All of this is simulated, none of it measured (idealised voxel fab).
Documented hereafter: the process module known as voxel self aligned vias.
Section shown: cut. Width: 235 nm. Cell size: 5 nm, square.
Square cells in a grid make up a cross-section in this document, and the grid is given as bands, listed from the top down, each one or more rows of cells.
What a band's entry tells you: where the top is and where the bottom is, as heights in nm, and after that what lies inside, material by material from left to right, each with its width in nm. Empty space is written as the word "empty", and a single material marked with the word "edge to edge" occupies the band from edge to edge.
Note: height 0 marks the level under which the wafer is uniformly one material as received. Lowest band unbounded below, written "0 down".
When a width is written as two numbers, as in "30 to 40", the first number is the width in the top row of cells of the band and the second is the width in its bottom row, and the width changes by the same amount from each row to the next.
Given "remained unchanged" for a step, no cell of the cross-section differs between before and after that step.
Reported under the label "Unvented cavities" are the empty spaces having no open way to the top and comprising 8 cells or more; the notation for each is width x height at distance, in which the distance is measured from the left edge and all three values are in nm.
Read whatever lies past the settings on a step's line as the simulator's own remark about the step.
"overlay nm" denotes, for a step that has a mask, the displacement of the mask to the right of its planned place, with negative values corresponding to the left.

## Process steps (planned)
1) RECEIVE | material Si
2) CONFORMAL_DEP | material SiO2 | thk nm 10
3) CONFORMAL_DEP | material SiCN | thk nm 5
4) DIRECTIONAL_DEP | material SiO2 | thk nm 20
5) PATTERN | tone open | mask id LINES | material resist | width nm 20 | pitch nm 60 | thk nm 20 | overlay nm 0
6) DIRECTIONAL_ETCH | etch materials SiO2 | depth nm 20
7) STRIP | etch materials resist
8) CONFORMAL_DEP | material TiN | thk nm 5
9) FILL_DEP | material Ru | thk nm 5
10) CMP | height nm 35
11) SELECTIVE_ETCH | etch materials W Ru TiN | depth nm 10
12) FILL_DEP | material SiN | thk nm 5
13) CMP | height nm 35
14) DIRECTIONAL_DEP | material SiO2 | thk nm 20
15) DIRECTIONAL_DEP | material aC | thk nm 15
16) PATTERN | tone open | mask id VIAS | material resist | width nm 30 | thk nm 35 | overlay nm 0
17) DIRECTIONAL_ETCH | etch materials aC | depth nm 15
18) STRIP | etch materials resist
19) DIRECTIONAL_ETCH | etch materials SiO2 | depth nm 20
20) DIRECTIONAL_ETCH | etch materials SiN | depth nm 10
21) STRIP | etch materials aC
22) CONFORMAL_DEP | material TiN | thk nm 5
23) FILL_DEP | material Ru | thk nm 5
24) CMP | height nm 55
25) CONFORMAL_DEP | material SiN | thk nm 5

## The cross-section here shows the wafer as received, i.e. in its state after step 1
* 0 down: Si edge to edge
* Unvented cavities: none

## End-of-module XS, first of two wafers, run as planned
* 60 to 55: SiN edge to edge
* 55 to 40: SiO2 70 nm / TiN 5 nm / Ru 20 nm / TiN 5 nm / SiO2 135 nm
* 40 to 35: SiO2 70 nm / TiN 10 nm / Ru 10 nm / TiN 10 nm / SiO2 135 nm
* 35 to 30: SiO2 75 nm / TiN 5 nm / Ru 10 nm / TiN 5 nm / SiO2 40 nm / SiN 20 nm / SiO2 80 nm
* 30 to 25: SiO2 75 nm / TiN 20 nm / SiO2 40 nm / SiN 20 nm / SiO2 80 nm
* 25 to 20: SiO2 75 nm / TiN 5 nm / Ru 10 nm / TiN 5 nm / SiO2 40 nm / TiN 5 nm / Ru 10 nm / TiN 5 nm / SiO2 80 nm
* 20 to 15: SiO2 75 nm / TiN 20 nm / SiO2 40 nm / TiN 20 nm / SiO2 80 nm
* 15 to 10: SiCN edge to edge
* 10 to 0: SiO2 edge to edge
* 0 down: Si edge to edge
* Unvented cavities: none

## End of module, second wafer, cross-section. Started like the first, planned like the first, run with one mistake
* 60 to 55: SiN edge to edge
* 55 to 35: SiO2 70 nm / TiN 5 nm / Ru 20 nm / TiN 5 nm / SiO2 135 nm
* 35 to 30: SiO2 70 nm / TiN 5 nm / Ru 20 nm / TiN 5 nm / SiO2 35 nm / SiN 20 nm / SiO2 80 nm
* 30 to 25: SiO2 70 nm / TiN 30 nm / SiO2 35 nm / SiN 20 nm / SiO2 80 nm
* 25 to 20: SiO2 70 nm / TiN 10 nm / Ru 10 nm / TiN 10 nm / SiO2 35 nm / TiN 5 nm / Ru 10 nm / TiN 5 nm / SiO2 80 nm
* 20 to 15: SiO2 70 nm / TiN 30 nm / SiO2 35 nm / TiN 20 nm / SiO2 80 nm
* 15 to 10: SiCN edge to edge
* 10 to 0: SiO2 edge to edge
* 0 down: Si edge to edge
* Unvented cavities: none
Here's what went sideways: execution of plan step 19 occurred twice
End check, counted in cells, second wafer has more or fewer of these materials than the first: 4 more of Ru, 8 fewer of SiO2, 4 more of TiN
